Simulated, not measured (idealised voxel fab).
process module | voxel self aligned contacts
Shown is cross-section cut, with a width of 210 nm and square cells of size 5 nm.
Format of a cross-section: grid, square cells. Given as bands. Order: top down. Band: one or more rows of cells.
A band entry consists of two parts. The first gives the height of the band's top and the height of its bottom, in nm. The rest lists the band's materials from left to right, each with its width in nm. A single material labelled with the word "full width" fills the band from edge to edge, and the word "blank" marks empty space.
Heights are reckoned from 0. Under this level, the received wafer is all of one material. The bottommost band is open-ended downward, for example "0 and below".
You'd read "30..40" like this: the band's top row of cells is as wide as the first number, its bottom row is as wide as the second, and going down, every row changes width by the same amount as the row before did.
"same as before" (step): cross-section cells unchanged, all of them.
Look at "Trapped void list" for the closed voids: empty spaces with no open path to the top, sized 8 cells or up. Each is width x height at distance, distance from the left edge, all nm.
Post-settings text on a step line: simulator's own remark regarding the step.
The setting "overlay nm" may be written on the line of a step. When the step uses a mask, the value reports how far to the right of the planned place the mask lay, and a negative value reports that it lay to the left.
### List of planned process steps
step 1: RECEIVE | material Si
step 2: OXIDIZE | depth nm 5
step 3: DIRECTIONAL_DEP | material polySi | thk nm 25
step 4: DIRECTIONAL_DEP | material SiN | thk nm 20
step 5: PATTERN | tone cover | mask id GATE | material resist | width nm 30 | pitch nm 55 | thk nm 15 | overlay nm 0
step 6: DIRECTIONAL_ETCH | etch materials SiN | depth nm 20
step 7: DIRECTIONAL_ETCH | etch materials polySi | depth nm 25
step 8: STRIP | etch materials resist
step 9: CONFORMAL_DEP | material SiN | thk nm 5
step 10: DIRECTIONAL_ETCH | etch materials SiN | depth nm 5
step 11: FILL_DEP | material SiO2 | thk nm 15
step 12: CMP | height nm 55
step 13: PATTERN | tone open | mask id CONTACT | material resist | width nm 35 | pitch nm 55 | thk nm 15 | overlay nm 0
step 14: DIRECTIONAL_ETCH | etch materials SiO2 | depth nm 60
step 15: STRIP | etch materials resist
step 16: CONFORMAL_DEP | material TiN | thk nm 5
step 17: FILL_DEP | material W | thk nm 10
step 18: CMP | height nm 55
step 19: CONFORMAL_DEP | material SiCN | thk nm 5
### The first wafer of two, processed as planned
### Shown in cross-section is the wafer as received, that is, as it stands after step 1
* 0 and below: Si full width
* Trapped void list: none
### Cross-section through the wafer, step 2 finished
* 0 down to -5: SiO2 full width
* Below -5, the layers are the same as they were.
### Cross-section through the wafer, step 3 finished
* 25 down to 0: polySi full width
* Below 0, the layers are the same as they were.
### Cross-section through the wafer, step 4 finished
* 45 down to 25: SiN full width
* Below 25, the layers are the same as they were.
### Cross-section through the wafer, step 5 finished
* 60 down to 45: blank: 35 / resist: 30 / blank: 25 / resist: 30 / blank: 25 / resist: 30 / blank: 35
* Below 45, the layers are the same as they were.
### Cross-section through the wafer, step 6 finished
* 60 down to 45: blank: 35 / resist: 30 / blank: 25 / resist: 30 / blank: 25 / resist: 30 / blank: 35
* 45 down to 25: blank: 35 / SiN: 30 / blank: 25 / SiN: 30 / blank: 25 / SiN: 30 / blank: 35
* Below 25, the layers are the same as they were.
### Cross-section through the wafer, step 7 finished
* 60 down to 45: blank: 35 / resist: 30 / blank: 25 / resist: 30 / blank: 25 / resist: 30 / blank: 35
* 45 down to 25: blank: 35 / SiN: 30 / blank: 25 / SiN: 30 / blank: 25 / SiN: 30 / blank: 35
* 25 down to 0: blank: 35 / polySi: 30 / blank: 25 / polySi: 30 / blank: 25 / polySi: 30 / blank: 35
* Below 0, the layers are the same as they were.
### Cross-section through the wafer, step 8 finished
* 45 down to 25: blank: 35 / SiN: 30 / blank: 25 / SiN: 30 / blank: 25 / SiN: 30 / blank: 35
* Below 25, the layers are the same as they were.
### Cross-section through the wafer, step 9 finished
* 50 down to 25: blank: 30 / SiN: 40 / blank: 15 / SiN: 40 / blank: 15 / SiN: 40 / blank: 30
* 25 down to 5: blank: 30 / SiN: 5 / polySi: 30 / SiN: 5 / blank: 15 / SiN: 5 / polySi: 30 / SiN: 5 / blank: 15 / SiN: 5 / polySi: 30 / SiN: 5 / blank: 30
* 5 down to 0: SiN: 35 / polySi: 30 / SiN: 25 / polySi: 30 / SiN: 25 / polySi: 30 / SiN: 35
* Below 0, the layers are the same as they were.
### Cross-section through the wafer, step 10 finished
* 45 down to 25: blank: 30 / SiN: 40 / blank: 15 / SiN: 40 / blank: 15 / SiN: 40 / blank: 30
* 25 down to 0: blank: 30 / SiN: 5 / polySi: 30 / SiN: 5 / blank: 15 / SiN: 5 / polySi: 30 / SiN: 5 / blank: 15 / SiN: 5 / polySi: 30 / SiN: 5 / blank: 30
* Below 0, the layers are the same as they were.
### Cross-section through the wafer, step 11 finished
* 60 down to 45: SiO2 full width
* 45 down to 25: SiO2: 30 / SiN: 40 / SiO2: 15 / SiN: 40 / SiO2: 15 / SiN: 40 / SiO2: 30
* 25 down to 0: SiO2: 30 / SiN: 5 / polySi: 30 / SiN: 5 / SiO2: 15 / SiN: 5 / polySi: 30 / SiN: 5 / SiO2: 15 / SiN: 5 / polySi: 30 / SiN: 5 / SiO2: 30
* Below 0, the layers are the same as they were.
### Cross-section through the wafer, step 12 finished
* 55 down to 45: SiO2 full width
* Below 45, the layers are the same as they were.
### Cross-section through the wafer, step 13 finished
* 70 down to 55: resist: 60 / blank: 35 / resist: 20 / blank: 35 / resist: 60
* Below 55, the layers are the same as they were.
### Cross-section through the wafer, step 14 finished
* 70 down to 55: resist: 60 / blank: 35 / resist: 20 / blank: 35 / resist: 60
* 55 down to 45: SiO2: 60 / blank: 35 / SiO2: 20 / blank: 35 / SiO2: 60
* 45 down to 25: SiO2: 30 / SiN: 40 / blank: 15 / SiN: 40 / blank: 15 / SiN: 40 / SiO2: 30
* 25 down to 0: SiO2: 30 / SiN: 5 / polySi: 30 / SiN: 5 / blank: 15 / SiN: 5 / polySi: 30 / SiN: 5 / blank: 15 / SiN: 5 / polySi: 30 / SiN: 5 / SiO2: 30
* 0 down to -5: SiO2: 70 / blank: 15 / SiO2: 40 / blank: 15 / SiO2: 70
* Below -5, the layers are the same as they were.
### Cross-section through the wafer, step 15 finished
* 55 down to 45: SiO2: 60 / blank: 35 / SiO2: 20 / blank: 35 / SiO2: 60
* Below 45, the layers are the same as they were.
### Cross-section through the wafer, step 16 finished
* 60 down to 55: TiN: 65 / blank: 25 / TiN: 30 / blank: 25 / TiN: 65
* 55 down to 45: SiO2: 60 / TiN: 5..15 / blank: 25..5 / TiN: 5..15 / SiO2: 20 / TiN: 5..15 / blank: 25..5 / TiN: 5..15 / SiO2: 60
* 45 down to 25: SiO2: 30 / SiN: 40 / TiN: 5 / blank: 5 / TiN: 5 / SiN: 40 / TiN: 5 / blank: 5 / TiN: 5 / SiN: 40 / SiO2: 30
* 25 down to 0: SiO2: 30 / SiN: 5 / polySi: 30 / SiN: 5 / TiN: 5 / blank: 5 / TiN: 5 / SiN: 5 / polySi: 30 / SiN: 5 / TiN: 5 / blank: 5 / TiN: 5 / SiN: 5 / polySi: 30 / SiN: 5 / SiO2: 30
* 0 down to -5: SiO2: 70 / TiN: 15 / SiO2: 40 / TiN: 15 / SiO2: 70
* Below -5, the layers are the same as they were.
### Cross-section through the wafer, step 17 finished
* 70 down to 60: W full width
* 60 down to 55: TiN: 65 / W: 25 / TiN: 30 / W: 25 / TiN: 65
* 55 down to 45: SiO2: 60 / TiN: 5..15 / W: 25..5 / TiN: 5..15 / SiO2: 20 / TiN: 5..15 / W: 25..5 / TiN: 5..15 / SiO2: 60
* 45 down to 25: SiO2: 30 / SiN: 40 / TiN: 5 / W: 5 / TiN: 5 / SiN: 40 / TiN: 5 / W: 5 / TiN: 5 / SiN: 40 / SiO2: 30
* 25 down to 0: SiO2: 30 / SiN: 5 / polySi: 30 / SiN: 5 / TiN: 5 / W: 5 / TiN: 5 / SiN: 5 / polySi: 30 / SiN: 5 / TiN: 5 / W: 5 / TiN: 5 / SiN: 5 / polySi: 30 / SiN: 5 / SiO2: 30
* Below 0, the layers are the same as they were.
### Cross-section through the wafer, step 18 finished
* 55 down to 45: SiO2: 60 / TiN: 5..15 / W: 25..5 / TiN: 5..15 / SiO2: 20 / TiN: 5..15 / W: 25..5 / TiN: 5..15 / SiO2: 60
* Below 45, the layers are the same as they were.
### Cross-section through the wafer, step 19 finished
* 60 down to 55: SiCN full width
* Below 55, the layers are the same as they were.
### Wafer two: like wafer one in start and plan, but with one mistake in execution; identical up to and including step 2
### Second wafer, section view, time point: scheduled end of step 3
* 50 down to 0: polySi full width
* Below 0, the layers are the same as they were.
### Second wafer, section view, time point: scheduled end of step 4
* 70 down to 50: SiN full width
* Below 50, the layers are the same as they were.
### Second wafer, section view, time point: scheduled end of step 5
* 85 down to 70: blank: 35 / resist: 30 / blank: 25 / resist: 30 / blank: 25 / resist: 30 / blank: 35
* Below 70, the layers are the same as they were.
### Second wafer, section view, time point: scheduled end of step 6
* 85 down to 70: blank: 35 / resist: 30 / blank: 25 / resist: 30 / blank: 25 / resist: 30 / blank: 35
* 70 down to 50: blank: 35 / SiN: 30 / blank: 25 / SiN: 30 / blank: 25 / SiN: 30 / blank: 35
* Below 50, the layers are the same as they were.
### Second wafer, section view, time point: scheduled end of step 7
* 85 down to 70: blank: 35 / resist: 30 / blank: 25 / resist: 30 / blank: 25 / resist: 30 / blank: 35
* 70 down to 50: blank: 35 / SiN: 30 / blank: 25 / SiN: 30 / blank: 25 / SiN: 30 / blank: 35
* 50 down to 25: blank: 35 / polySi: 30 / blank: 25 / polySi: 30 / blank: 25 / polySi: 30 / blank: 35
* Below 25, the layers are the same as they were.
### Second wafer, section view, time point: scheduled end of step 8
* 70 down to 50: blank: 35 / SiN: 30 / blank: 25 / SiN: 30 / blank: 25 / SiN: 30 / blank: 35
* Below 50, the layers are the same as they were.
### Second wafer, section view, time point: scheduled end of step 9
* 75 down to 50: blank: 30 / SiN: 40 / blank: 15 / SiN: 40 / blank: 15 / SiN: 40 / blank: 30
* 50 down to 30: blank: 30 / SiN: 5 / polySi: 30 / SiN: 5 / blank: 15 / SiN: 5 / polySi: 30 / SiN: 5 / blank: 15 / SiN: 5 / polySi: 30 / SiN: 5 / blank: 30
* 30 down to 25: SiN: 35 / polySi: 30 / SiN: 25 / polySi: 30 / SiN: 25 / polySi: 30 / SiN: 35
* Below 25, the layers are the same as they were.
### Second wafer, section view, time point: scheduled end of step 10
* 70 down to 50: blank: 30 / SiN: 40 / blank: 15 / SiN: 40 / blank: 15 / SiN: 40 / blank: 30
* 50 down to 25: blank: 30 / SiN: 5 / polySi: 30 / SiN: 5 / blank: 15 / SiN: 5 / polySi: 30 / SiN: 5 / blank: 15 / SiN: 5 / polySi: 30 / SiN: 5 / blank: 30
* Below 25, the layers are the same as they were.
### Second wafer, section view, time point: scheduled end of step 11
* 85 down to 70: SiO2 full width
* 70 down to 50: SiO2: 30 / SiN: 40 / SiO2: 15 / SiN: 40 / SiO2: 15 / SiN: 40 / SiO2: 30
* 50 down to 25: SiO2: 30 / SiN: 5 / polySi: 30 / SiN: 5 / SiO2: 15 / SiN: 5 / polySi: 30 / SiN: 5 / SiO2: 15 / SiN: 5 / polySi: 30 / SiN: 5 / SiO2: 30
* Below 25, the layers are the same as they were.
### Second wafer, section view, time point: scheduled end of step 12
* 55 down to 50: SiO2: 30 / SiN: 40 / SiO2: 15 / SiN: 40 / SiO2: 15 / SiN: 40 / SiO2: 30
* Below 50, the layers are the same as they were.
### Second wafer, section view, time point: scheduled end of step 13
* 70 down to 55: resist: 60 / blank: 35 / resist: 20 / blank: 35 / resist: 60
* Below 55, the layers are the same as they were.
### Second wafer, section view, time point: scheduled end of step 14
* 70 down to 55: resist: 60 / blank: 35 / resist: 20 / blank: 35 / resist: 60
* 55 down to 50: SiO2: 30 / SiN: 40 / blank: 15 / SiN: 40 / blank: 15 / SiN: 40 / SiO2: 30
* 50 down to 25: SiO2: 30 / SiN: 5 / polySi: 30 / SiN: 5 / blank: 15 / SiN: 5 / polySi: 30 / SiN: 5 / blank: 15 / SiN: 5 / polySi: 30 / SiN: 5 / SiO2: 30
* Below 25, the layers are the same as they were.
### Second wafer, section view, time point: scheduled end of step 15
* 55 down to 50: SiO2: 30 / SiN: 40 / blank: 15 / SiN: 40 / blank: 15 / SiN: 40 / SiO2: 30
* Below 50, the layers are the same as they were.
### Second wafer, section view, time point: scheduled end of step 16
* 60 down to 55: TiN: 75 / blank: 5 / TiN: 50 / blank: 5 / TiN: 75
* 55 down to 50: SiO2: 30 / SiN: 40 / TiN: 5 / blank: 5 / TiN: 5 / SiN: 40 / TiN: 5 / blank: 5 / TiN: 5 / SiN: 40 / SiO2: 30
* 50 down to 30: SiO2: 30 / SiN: 5 / polySi: 30 / SiN: 5 / TiN: 5 / blank: 5 / TiN: 5 / SiN: 5 / polySi: 30 / SiN: 5 / TiN: 5 / blank: 5 / TiN: 5 / SiN: 5 / polySi: 30 / SiN: 5 / SiO2: 30
* 30 down to 25: SiO2: 30 / SiN: 5 / polySi: 30 / SiN: 5 / TiN: 15 / SiN: 5 / polySi: 30 / SiN: 5 / TiN: 15 / SiN: 5 / polySi: 30 / SiN: 5 / SiO2: 30
* Below 25, the layers are the same as they were.
### Second wafer, section view, time point: scheduled end of step 17
* 70 down to 60: W full width
* 60 down to 55: TiN: 75 / W: 5 / TiN: 50 / W: 5 / TiN: 75
* 55 down to 50: SiO2: 30 / SiN: 40 / TiN: 5 / W: 5 / TiN: 5 / SiN: 40 / TiN: 5 / W: 5 / TiN: 5 / SiN: 40 / SiO2: 30
* 50 down to 30: SiO2: 30 / SiN: 5 / polySi: 30 / SiN: 5 / TiN: 5 / W: 5 / TiN: 5 / SiN: 5 / polySi: 30 / SiN: 5 / TiN: 5 / W: 5 / TiN: 5 / SiN: 5 / polySi: 30 / SiN: 5 / SiO2: 30
* Below 30, the layers are the same as they were.
### Second wafer, section view, time point: scheduled end of step 18
* 55 down to 50: SiO2: 30 / SiN: 40 / TiN: 5 / W: 5 / TiN: 5 / SiN: 40 / TiN: 5 / W: 5 / TiN: 5 / SiN: 40 / SiO2: 30
* Below 50, the layers are the same as they were.
### Second wafer, section view, time point: scheduled end of step 19
* 60 down to 55: SiCN full width
* Below 55, the layers are the same as they were.
what went wrong: twice over, step 3 of the plan was run
FYI, end of process, the second wafer has more or fewer cells of some materials than the first: 72 fewer of SiN, 86 fewer of SiO2, 32 fewer of TiN, 20 fewer of W, 210 more of polySi
